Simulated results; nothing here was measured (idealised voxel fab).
Presented below is a process module, voxel air gaps.
The cross-section on display is named cut; it measures 220 nm wide, and its cells are 5 nm squares.
A cross-section is a grid of square cells, given in bands from the top down. A band is one or more rows of cells.
Heights first: top, then bottom, in nm. Then materials, left to right, each with a width in nm. "everywhere" on a single material: fills the band edge to edge. "air": empty space.
Ref level 0: as-received wafer is one material below here. Bottom band extends down with no lower bound ("0 and below").
The notation "30 to 40" denotes a width that varies across the rows of cells in the band, beginning at the first number in the top row, finishing at the second number in the bottom row, and changing by an identical amount from each row to the next.
The cross-section has no changed cell in any step marked "stayed the same".
Listed in "Closed empty spaces": every empty space of 8 or more cells without an open way to the top. Form: width x height at distance, the distance being from the left edge, all in nm.
What comes after the settings on a step's line is commentary from the simulator itself on that step.
"overlay nm" denotes, for a step that has a mask, the displacement of the mask to the right of its planned place, with negative values corresponding to the left.

[List of planned process steps]
1) RECEIVE,material Si
2) CONFORMAL_DEP,material SiO2,thk nm 10
3) CONFORMAL_DEP,material SiN,thk nm 5
4) DIRECTIONAL_DEP,material SiO2,thk nm 40
5) MASKED_ETCH,tone open,mask id LINES,width nm 15,pitch nm 40,etch materials SiO2,depth nm 40,overlay nm 0
6) CONFORMAL_DEP,material TiN,thk nm 5
7) FILL_DEP,material Ru,thk nm 5
8) CMP,height nm 55
9) EPI,material Ru,thk nm 10
10) SELECTIVE_ETCH,etch materials SiO2,depth nm 50
11) CONFORMAL_DEP,material SiCN,thk nm 5

[As-received wafer cross-section (after step 1)]
> 0 and below = Si everywhere
> Closed empty spaces: none

[Looking at the first of two wafers in cross-section at end of module - ran to plan]
> 70 down to 65 = air=45  SiCN=125  air=50
> 65 down to 55 = air=45  SiCN=5  Ru=35  SiCN=5  Ru=35  SiCN=5  Ru=35  SiCN=5  air=50
> 55 down to 50 = air=45  SiCN=15  TiN=5  Ru=5  TiN=5  SiCN=25  TiN=5  Ru=5  TiN=5  SiCN=25  TiN=5  Ru=5  TiN=5  SiCN=15  air=50
> 50 down to 20 = air=55  SiCN=5  TiN=5  Ru=5  TiN=5  SiCN=5  air=15  SiCN=5  TiN=5  Ru=5  TiN=5  SiCN=5  air=15  SiCN=5  TiN=5  Ru=5  TiN=5  SiCN=5  air=60
> 20 down to 15 = SiCN=60  TiN=15  SiCN=25  TiN=15  SiCN=25  TiN=15  SiCN=65
> 15 down to 10 = SiN everywhere
> 10 down to 0 = SiO2 everywhere
> 0 and below = Si everywhere
> Closed empty spaces: 15 x 30 at 80; 15 x 30 at 120

[Cross-sectional image of the second wafer of the two following completion of the module. Starting state and process plan were the same as for the first wafer; one execution error occurred]
> 70 down to 65 = air=55  SiCN=125  air=40
> 65 down to 55 = air=55  SiCN=5  Ru=35  SiCN=5  Ru=35  SiCN=5  Ru=35  SiCN=5  air=40
> 55 down to 50 = air=55  SiCN=15  TiN=5  Ru=5  TiN=5  SiCN=25  TiN=5  Ru=5  TiN=5  SiCN=25  TiN=5  Ru=5  TiN=5  SiCN=15  air=40
> 50 down to 20 = air=65  SiCN=5  TiN=5  Ru=5  TiN=5  SiCN=5  air=15  SiCN=5  TiN=5  Ru=5  TiN=5  SiCN=5  air=15  SiCN=5  TiN=5  Ru=5  TiN=5  SiCN=5  air=50
> 20 down to 15 = SiCN=70  TiN=15  SiCN=25  TiN=15  SiCN=25  TiN=15  SiCN=55
> 15 down to 10 = SiN everywhere
> 10 down to 0 = SiO2 everywhere
> 0 and below = Si everywhere
> Closed empty spaces: 15 x 30 at 90; 15 x 30 at 130
What broke from the plan during processing? not per plan at step 5, really ran MASKED_ETCH,tone open,mask id LINES,width nm 15,pitch nm 40,etch materials SiO2,depth nm 40,overlay nm 10
Comparing end states, the material composition by cell count is preserved from the first wafer to the second, while the locations of the cells are not.
